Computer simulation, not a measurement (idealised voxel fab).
Process module under the name voxel trench capacitor
The figure presents cross-section cut, which has a width of 145 nm and is divided into square cells with an edge length of 5 nm.
Notation: cross-section as square-cell grid; stated in bands, top first, going down; one or more cell rows per band. A band entry consists of two parts. The first gives the height of the band's top and the height of its bottom, in nm. The rest lists the band's materials from left to right, each with its width in nm. A single material labelled with the word "all across" fills the band from edge to edge, and the word "empty" marks empty space. Where do heights start? At 0: under that level the wafer as delivered is made of one material only. And the lowest band has no floor; it just carries on downward, as in "0 and below". A two-number width, for instance "30->40", indicates that the width is equal to the first number in the top row of the band and to the second number in the bottom row, and that it changes by a constant amount per row of cells. Given "remained the same" for a step, no cell of the cross-section differs between before and after that step. "Sealed void inventory" contains a list of empty spaces, each no smaller than 8 cells and without an open way to the top, written in the form width x height at distance with the distance from the left edge and all three in nm. That trailing text on a step's line, after the settings, is the simulator's own remark on the step. For masked steps, "overlay nm" on the step line gives how far right of plan the mask actually lay; a minus sign means it lay to the left.
The steps planned for the process are as follows:
step 1: RECEIVE with material Si
step 2: CONFORMAL_DEP with material SiN, thk nm 5
step 3: DIRECTIONAL_DEP with material aC, thk nm 15
step 4: PATTERN with tone open, mask id TRENCH, material resist, width nm 15, pitch nm 45, thk nm 35, overlay nm 0
step 5: DIRECTIONAL_ETCH with etch materials aC, depth nm 15
step 6: STRIP with etch materials resist
step 7: DIRECTIONAL_ETCH with etch materials SiN, depth nm 5
step 8: DIRECTIONAL_ETCH with etch materials Si, depth nm 40
step 9: STRIP with etch materials aC
step 10: CONFORMAL_DEP with material Al2O3, thk nm 5
step 11: FILL_DEP with material polySi, thk nm 10
step 12: CMP with height nm 5
Cross-sectional view of the wafer in its as-received condition, corresponding to the state after step 1:
  0 and below = Si all across
  Sealed void inventory: none
First of two wafers: cross-section at end of module, run per plan:
  5 down to 0 = SiN: 40; Al2O3: 5; polySi: 5; Al2O3: 5; SiN: 30; Al2O3: 5; polySi: 5; Al2O3: 5; SiN: 45
  0 down to -35 = Si: 40; Al2O3: 5; polySi: 5; Al2O3: 5; Si: 30; Al2O3: 5; polySi: 5; Al2O3: 5; Si: 45
  -35 down to -40 = Si: 40; Al2O3: 15; Si: 30; Al2O3: 15; Si: 45
  -40 and below = Si all across
  Sealed void inventory: none
Second of two wafers, module complete, sectioned: it shares the first wafer's start and plan but was run with one mistake:
  5 down to 0 = polySi: 40; Al2O3: 5; polySi: 5; Al2O3: 5; polySi: 30; Al2O3: 5; polySi: 5; Al2O3: 5; polySi: 45
  0 down to -30 = Si: 40; Al2O3: 5; polySi: 5; Al2O3: 5; Si: 30; Al2O3: 5; polySi: 5; Al2O3: 5; Si: 45
  -30 down to -35 = Si: 40; Al2O3: 15; Si: 30; Al2O3: 15; Si: 45
  -35 and below = Si all across
  Sealed void inventory: none
what went wrong: off-plan run, step 2, actual operation and settings CONFORMAL_DEP with material polySi, thk nm 5
The final cell counts differ between the wafers, with the second having more or fewer of some materials than the first: Al2O3 -4; Si +6; SiN -23; polySi +21
